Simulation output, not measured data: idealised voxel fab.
Process module heading - voxel capacitor over wiring
The figure presents cross-section cut, which has a width of 235 nm and is divided into square cells with an edge length of 5 nm.
Notation: cross-section as square-cell grid; stated in bands, top first, going down; one or more cell rows per band. A band entry consists of two parts. The first gives the height of the band's top and the height of its bottom, in nm. The rest lists the band's materials from left to right, each with its width in nm. A single material labelled with the word "edge to edge" fills the band from edge to edge, and the word "empty" marks empty space. Basically, 0 is our baseline, since under it the wafer straight out of the box is all one material. The bottom band has no lower end and keeps on going down, so it looks like "0..down". The two numbers in a width such as "30->40" mark its ends across the band: the first belongs to the top row of cells, the second to the bottom row, and from each row to the next the width moves by the same amount. Given "everything unchanged" for a step, no cell of the cross-section differs between before and after that step. Under "Sealed-off cavities" you'll find the enclosed gaps, the ones with no way out to the top, that are 8 cells or bigger; each reads width x height at distance, with distance counted from the left edge, everything in nm. after a step's settings: what the simulator itself notes on the step. "overlay nm", when on a step's line for a step with a mask, measures how far to the right of its planned place the mask lay; a negative measure means to the left.

[plan]
1) RECEIVE [material Si]
2) CONFORMAL_DEP [material SiO2] [thk nm 10]
3) CONFORMAL_DEP [material SiCN] [thk nm 5]
4) DIRECTIONAL_DEP [material lowk] [thk nm 15]
5) MASKED_ETCH [tone open] [mask id METAL_1] [width nm 25] [pitch nm 90] [etch materials lowk] [depth nm 15] [overlay nm 0]
6) MASKED_ETCH [tone open] [mask id METAL_1] [width nm 25] [pitch nm 90] [etch materials SiCN] [depth nm 5] [overlay nm 0]
7) CONFORMAL_DEP [material TiN] [thk nm 5]
8) FILL_DEP [material Ru] [thk nm 5]
9) CMP [height nm 30]
10) CONFORMAL_DEP [material SiCN] [thk nm 5]
11) DIRECTIONAL_DEP [material SiO2] [thk nm 10]
12) DIRECTIONAL_DEP [material aC] [thk nm 10]
13) PATTERN [tone open] [mask id PLUG_1] [material resist] [width nm 15] [thk nm 25] [overlay nm 0]
14) DIRECTIONAL_ETCH [etch materials aC] [depth nm 10]
15) STRIP [etch materials resist]
16) DIRECTIONAL_ETCH [etch materials SiO2] [depth nm 10]
17) DIRECTIONAL_ETCH [etch materials SiCN] [depth nm 5]
18) STRIP [etch materials aC]
19) EPI [material Ru] [thk nm 10]
20) EPI [material Ru] [thk nm 5]
21) DIRECTIONAL_DEP [material TiN] [thk nm 10]
22) DIRECTIONAL_DEP [material Al2O3] [thk nm 5]
23) DIRECTIONAL_DEP [material TiN] [thk nm 5]
24) MASKED_ETCH [tone cover] [mask id UPPER_PLATE] [width nm 70] [etch materials TiN] [depth nm 5] [overlay nm 0]
25) MASKED_ETCH [tone cover] [mask id UPPER_PLATE] [width nm 70] [etch materials Al2O3] [depth nm 5] [overlay nm 0]
26) MASKED_ETCH [tone cover] [mask id LOWER_PLATE] [width nm 80] [etch materials TiN] [depth nm 10] [overlay nm 0]
27) FILL_DEP [material SiO2] [thk nm 20]
28) CMP [height nm 80]
29) MASKED_ETCH [tone open] [mask id PLUG_2] [width nm 15] [etch materials SiO2] [depth nm 15] [overlay nm 0]
30) CONFORMAL_DEP [material TiN] [thk nm 5]
31) FILL_DEP [material W] [thk nm 10]
32) CMP [height nm 80]
33) CONFORMAL_DEP [material SiN] [thk nm 5]

[Cross-section of the wafer upon arrival, representing the state reached after step 1]
0..down: Si edge to edge
Sealed-off cavities: none

[First of two wafers at the end of the module, shown in cross-section; run carried out as planned]
85..80: SiN edge to edge
80..70: SiO2 80 nm / TiN 5 nm / W 5 nm / TiN 5 nm / SiO2 140 nm
70..60: SiO2 80->70 nm / TiN 15->70 nm / SiO2 140->95 nm
60..55: SiO2 70 nm / Al2O3 70 nm / SiO2 95 nm
55..45: SiO2 65 nm / TiN 80 nm / SiO2 90 nm
45..35: SiO2 70 nm / Ru 15 nm / SiO2 150 nm
35..30: SiCN 70 nm / Ru 15 nm / SiCN 150 nm
30..15: lowk 60 nm / TiN 5 nm / Ru 15 nm / TiN 5 nm / lowk 65 nm / TiN 5 nm / Ru 15 nm / TiN 5 nm / lowk 60 nm
15..10: SiCN 60 nm / TiN 25 nm / SiCN 65 nm / TiN 25 nm / SiCN 60 nm
10..0: SiO2 edge to edge
0..down: Si edge to edge
Sealed-off cavities: none

[Wafer two (of two), end-of-module cross-section: start = wafer one, plan = wafer one, one run mistake]
85..80: SiN edge to edge
80..70: SiO2 80 nm / TiN 5 nm / W 5 nm / TiN 5 nm / SiO2 140 nm
70..60: SiO2 80->70 nm / TiN 15->70 nm / SiO2 140->95 nm
60..55: SiO2 70 nm / Al2O3 70 nm / SiO2 95 nm
55..45: SiO2 60 nm / TiN 90 nm / SiO2 85 nm
45..35: SiO2 70 nm / Ru 15 nm / SiO2 150 nm
35..30: SiCN 70 nm / Ru 15 nm / SiCN 150 nm
30..15: lowk 60 nm / TiN 5 nm / Ru 15 nm / TiN 5 nm / lowk 65 nm / TiN 5 nm / Ru 15 nm / TiN 5 nm / lowk 60 nm
15..10: SiCN 60 nm / TiN 25 nm / SiCN 65 nm / TiN 25 nm / SiCN 60 nm
10..0: SiO2 edge to edge
0..down: Si edge to edge
Sealed-off cavities: none
It is concluded that the wafer was processed incorrectly with respect to the plan, in that in deviation from the planned setting, step 26 was conducted as MASKED_ETCH [tone cover] [mask id LOWER_PLATE] [width nm 90] [etch materials TiN] [depth nm 10] [overlay nm 0]
Final cells, second wafer relative to first, materials higher or lower: SiO2 -4, TiN +4
